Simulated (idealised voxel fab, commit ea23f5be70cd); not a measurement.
The following is a process module called voxel self aligned contacts.
Cross-section cut: width 285 nm, square cells of 5 nm.
Think of the cross-section as a grid of square cells. We describe it in bands, top to bottom, and each band covers one or more rows of those cells. Heads up on the band format: heights come first, top then bottom, in nm. After that it's the materials left to right, each with its width in nm. A single material flagged "throughout" fills the whole band edge to edge, and "blank" means there's empty space there. Convention: height 0 is the level below which the wafer, as received, is all one material. The lowest band does not terminate at the bottom but continues downward, represented as "0 nm and below". So if you see something like "30->40" for the width, read it as the top row of the band sitting at the first number and the bottom row at the second, with every row in between moving by the same amount as the last. Given "stayed the same" for a step, no cell of the cross-section differs between before and after that step. Look at "Cavities, sealed" for the closed voids: empty spaces with no open path to the top, sized 8 cells or up. Each is width x height at distance, distance from the left edge, all nm. Note: text after step settings on the step line = simulator remark on that step. overlay nm: for a step with a mask, the amount by which the mask lay right of where it was planned; a negative amount means left of it.

This section lists the process steps that were planned:
- 1: RECEIVE: material Si
- 2: OXIDIZE: depth nm 5
- 3: DIRECTIONAL_DEP: material polySi, thk nm 20
- 4: DIRECTIONAL_DEP: material SiN, thk nm 20
- 5: PATTERN: tone cover, mask id GATE, material resist, width nm 30, pitch nm 65, thk nm 20, overlay nm 0
- 6: DIRECTIONAL_ETCH: etch materials SiN, depth nm 20
- 7: DIRECTIONAL_ETCH: etch materials polySi, depth nm 20
- 8: STRIP: etch materials resist
- 9: CONFORMAL_DEP: material SiN, thk nm 10
- 10: DIRECTIONAL_ETCH: etch materials SiN, depth nm 10
- 11: FILL_DEP: material SiO2, thk nm 15
- 12: CMP: height nm 50
- 13: MASKED_ETCH: tone open, mask id CONTACT, width nm 45, etch materials SiO2, depth nm 55, overlay nm 0
- 14: CONFORMAL_DEP: material TiN, thk nm 5
- 15: FILL_DEP: material W, thk nm 10
- 16: CMP: height nm 50
- 17: CONFORMAL_DEP: material SiN, thk nm 5

First of two wafers - as planned:

So this is the incoming wafer in cross-section - it's already been through step 1:
	0 nm and below  Si throughout
	Cavities, sealed: none

Upon completion of step 2, the wafer appears in cross-section as shown:
	0 nm to -5 nm  SiO2 throughout
	Below -5, no change.

Upon completion of step 3, the wafer appears in cross-section as shown:
	20 nm to 0 nm  polySi throughout
	Below 0, no change.

Upon completion of step 4, the wafer appears in cross-section as shown:
	40 nm to 20 nm  SiN throughout
	Below 20, no change.

Upon completion of step 5, the wafer appears in cross-section as shown:
	60 nm to 40 nm  95 of blank, 30 of resist, 35 of blank, 30 of resist, 95 of blank
	Below 40, no change.

Upon completion of step 6, the wafer appears in cross-section as shown:
	60 nm to 40 nm  95 of blank, 30 of resist, 35 of blank, 30 of resist, 95 of blank
	40 nm to 20 nm  95 of blank, 30 of SiN, 35 of blank, 30 of SiN, 95 of blank
	Below 20, no change.

Upon completion of step 7, the wafer appears in cross-section as shown:
	60 nm to 40 nm  95 of blank, 30 of resist, 35 of blank, 30 of resist, 95 of blank
	40 nm to 20 nm  95 of blank, 30 of SiN, 35 of blank, 30 of SiN, 95 of blank
	20 nm to 0 nm  95 of blank, 30 of polySi, 35 of blank, 30 of polySi, 95 of blank
	Below 0, no change.

Upon completion of step 8, the wafer appears in cross-section as shown:
	40 nm to 20 nm  95 of blank, 30 of SiN, 35 of blank, 30 of SiN, 95 of blank
	Below 20, no change.

Upon completion of step 9, the wafer appears in cross-section as shown:
	50 nm to 20 nm  85 of blank, 50 of SiN, 15 of blank, 50 of SiN, 85 of blank
	20 nm to 10 nm  85 of blank, 10 of SiN, 30 of polySi, 10 of SiN, 15 of blank, 10 of SiN, 30 of polySi, 10 of SiN, 85 of blank
	10 nm to 0 nm  95 of SiN, 30 of polySi, 35 of SiN, 30 of polySi, 95 of SiN
	Below 0, no change.

Upon completion of step 10, the wafer appears in cross-section as shown:
	40 nm to 20 nm  85 of blank, 50 of SiN, 15 of blank, 50 of SiN, 85 of blank
	20 nm to 0 nm  85 of blank, 10 of SiN, 30 of polySi, 10 of SiN, 15 of blank, 10 of SiN, 30 of polySi, 10 of SiN, 85 of blank
	Below 0, no change.

Upon completion of step 11, the wafer appears in cross-section as shown:
	55 nm to 40 nm  SiO2 throughout
	40 nm to 20 nm  85 of SiO2, 50 of SiN, 15 of SiO2, 50 of SiN, 85 of SiO2
	20 nm to 0 nm  85 of SiO2, 10 of SiN, 30 of polySi, 10 of SiN, 15 of SiO2, 10 of SiN, 30 of polySi, 10 of SiN, 85 of SiO2
	Below 0, no change.

Upon completion of step 12, the wafer appears in cross-section as shown:
	50 nm to 40 nm  SiO2 throughout
	Below 40, no change.

Upon completion of step 13, the wafer appears in cross-section as shown:
	50 nm to 40 nm  120 of SiO2, 45 of blank, 120 of SiO2
	40 nm to 20 nm  85 of SiO2, 50 of SiN, 15 of blank, 50 of SiN, 85 of SiO2
	20 nm to 0 nm  85 of SiO2, 10 of SiN, 30 of polySi, 10 of SiN, 15 of blank, 10 of SiN, 30 of polySi, 10 of SiN, 85 of SiO2
	0 nm to -5 nm  135 of SiO2, 15 of blank, 135 of SiO2
	Below -5, no change.

Upon completion of step 14, the wafer appears in cross-section as shown:
	55 nm to 50 nm  125 of TiN, 35 of blank, 125 of TiN
	50 nm to 40 nm  120 of SiO2, 5->20 of TiN, 35->5 of blank, 5->20 of TiN, 120 of SiO2
	40 nm to 20 nm  85 of SiO2, 50 of SiN, 5 of TiN, 5 of blank, 5 of TiN, 50 of SiN, 85 of SiO2
	20 nm to 0 nm  85 of SiO2, 10 of SiN, 30 of polySi, 10 of SiN, 5 of TiN, 5 of blank, 5 of TiN, 10 of SiN, 30 of polySi, 10 of SiN, 85 of SiO2
	0 nm to -5 nm  135 of SiO2, 15 of TiN, 135 of SiO2
	Below -5, no change.

Upon completion of step 15, the wafer appears in cross-section as shown:
	65 nm to 55 nm  W throughout
	55 nm to 50 nm  125 of TiN, 35 of W, 125 of TiN
	50 nm to 40 nm  120 of SiO2, 5->20 of TiN, 35->5 of W, 5->20 of TiN, 120 of SiO2
	40 nm to 20 nm  85 of SiO2, 50 of SiN, 5 of TiN, 5 of W, 5 of TiN, 50 of SiN, 85 of SiO2
	20 nm to 0 nm  85 of SiO2, 10 of SiN, 30 of polySi, 10 of SiN, 5 of TiN, 5 of W, 5 of TiN, 10 of SiN, 30 of polySi, 10 of SiN, 85 of SiO2
	Below 0, no change.

Upon completion of step 16, the wafer appears in cross-section as shown:
	50 nm to 40 nm  120 of SiO2, 5->20 of TiN, 35->5 of W, 5->20 of TiN, 120 of SiO2
	Below 40, no change.

Upon completion of step 17, the wafer appears in cross-section as shown:
	55 nm to 50 nm  SiN throughout
	Below 50, no change.

Companion wafer, the second of two: same beginning, same intended sequence, one mistake in carrying it out; through step 10 inclusive it tracks the first exactly:

Second wafer, cross-section, planned end of step 11:
	55 nm to 40 nm  W throughout
	40 nm to 20 nm  85 of W, 50 of SiN, 15 of W, 50 of SiN, 85 of W
	20 nm to 0 nm  85 of W, 10 of SiN, 30 of polySi, 10 of SiN, 15 of W, 10 of SiN, 30 of polySi, 10 of SiN, 85 of W
	Below 0, no change.

Second wafer, cross-section, planned end of step 12:
	50 nm to 40 nm  W throughout
	Below 40, no change.

Second wafer, cross-section, planned end of step 13: stayed the same

Second wafer, cross-section, planned end of step 14:
	55 nm to 50 nm  TiN throughout
	Below 50, no change.

Second wafer, cross-section, planned end of step 15:
	65 nm to 55 nm  W throughout
	Below 55, no change.

Second wafer, cross-section, planned end of step 16:
	50 nm to 40 nm  W throughout
	Below 40, no change.

Second wafer, cross-section, planned end of step 17:
	55 nm to 50 nm  SiN throughout
	Below 50, no change.
What was the processing mistake? step 11 off recipe, ran as FILL_DEP: material W, thk nm 15
FYI, end of process, the second wafer has more or fewer cells of some materials than the first: SiO2 -365; TiN -29; W +394
